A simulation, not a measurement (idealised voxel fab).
Process module under the name voxel tone inversion
The cross-section shown here is cut; it is 250 nm wide and divided into square cells measuring 5 nm on a side.
Throughout this document, each cross-section is represented as a grid of square cells and is presented as a sequence of bands enumerated from the top downward, where a band comprises one or more rows of cells.
Quick guide to a band line: top height, bottom height (nm) up front; then every material left to right with its width in nm. Only one material and it's marked "everywhere"? Then it fills the band edge to edge. And "empty" just means empty space.
Height 0 is the level under which the wafer as received is all one material. The lowest band goes on downwards, as in "z 0 and below".
Width: "30 to 40" (first number = top row, second number = bottom row, same change from row to row of cells).
"all unchanged" -> step changed no cross-section cell.
This entry, "Enclosed cavity list", enumerates those empty regions of no fewer than 8 cells that possess no open connection to the top. Each region is reported in the form width x height at distance, the distance being taken from the left edge, with all three quantities expressed in nm.
Whatever follows a step's settings on its line is a remark the simulator itself makes about that step.
The setting "overlay nm" may be written on the line of a step. When the step uses a mask, the value reports how far to the right of the planned place the mask lay, and a negative value reports that it lay to the left.
PROCESS STEPS FORESEEN IN THE PLAN
step 1: RECEIVE: material Si
step 2: CONFORMAL_DEP: material SiN, thk nm 10
step 3: DIRECTIONAL_DEP: material polySi, thk nm 25
step 4: PATTERN: tone cover, mask id POSTS, material resist, width nm 15, pitch nm 45, thk nm 35, overlay nm 0
step 5: DIRECTIONAL_ETCH: etch materials polySi, depth nm 25
step 6: STRIP: etch materials resist
step 7: FILL_DEP: material SiO2, thk nm 10
step 8: CMP: height nm 35
step 9: STRIP: etch materials polySi
step 10: CONFORMAL_DEP: material TiN, thk nm 5
step 11: FILL_DEP: material Ru, thk nm 10
step 12: CMP: height nm 35
step 13: CONFORMAL_DEP: material SiN, thk nm 5
STEP 1 COMPLETE: CROSS-SECTION OF THE WAFER AS RECEIVED
z 0 and below | Si everywhere
Enclosed cavity list: none
FIRST WAFER AT THE END, AS PLANNED
z 40 to 35 | SiN everywhere
z 35 to 15 | SiO2 70; TiN 5; Ru 5; TiN 5; SiO2 30; TiN 5; Ru 5; TiN 5; SiO2 30; TiN 5; Ru 5; TiN 5; SiO2 75
z 15 to 10 | SiO2 70; TiN 15; SiO2 30; TiN 15; SiO2 30; TiN 15; SiO2 75
z 10 to 0 | SiN everywhere
z 0 and below | Si everywhere
Enclosed cavity list: none
CROSS-SECTIONAL VIEW OF THE SECOND OF TWO WAFERS UPON COMPLETION OF THE MODULE. THIS WAFER SHARED ITS STARTING CONDITION AND PROCESS PLAN WITH THE FIRST; ONE ERROR WAS MADE DURING ITS EXECUTION
z 40 to 35 | SiN everywhere
z 35 to 15 | SiO2 65; TiN 5; Ru 15; TiN 5; SiO2 20; TiN 5; Ru 15; TiN 5; SiO2 20; TiN 5; Ru 15; TiN 5; SiO2 70
z 15 to 10 | SiO2 65; TiN 25; SiO2 20; TiN 25; SiO2 20; TiN 25; SiO2 70
z 10 to 0 | SiN everywhere
z 0 and below | Si everywhere
Enclosed cavity list: none
Deviation from plan: planned and actual differ for step 4; actual: PATTERN: tone cover, mask id POSTS, material resist, width nm 25, pitch nm 45, thk nm 35, overlay nm 0
Final cells, second wafer relative to first, materials higher or lower: Ru +24; SiO2 -30; TiN +6
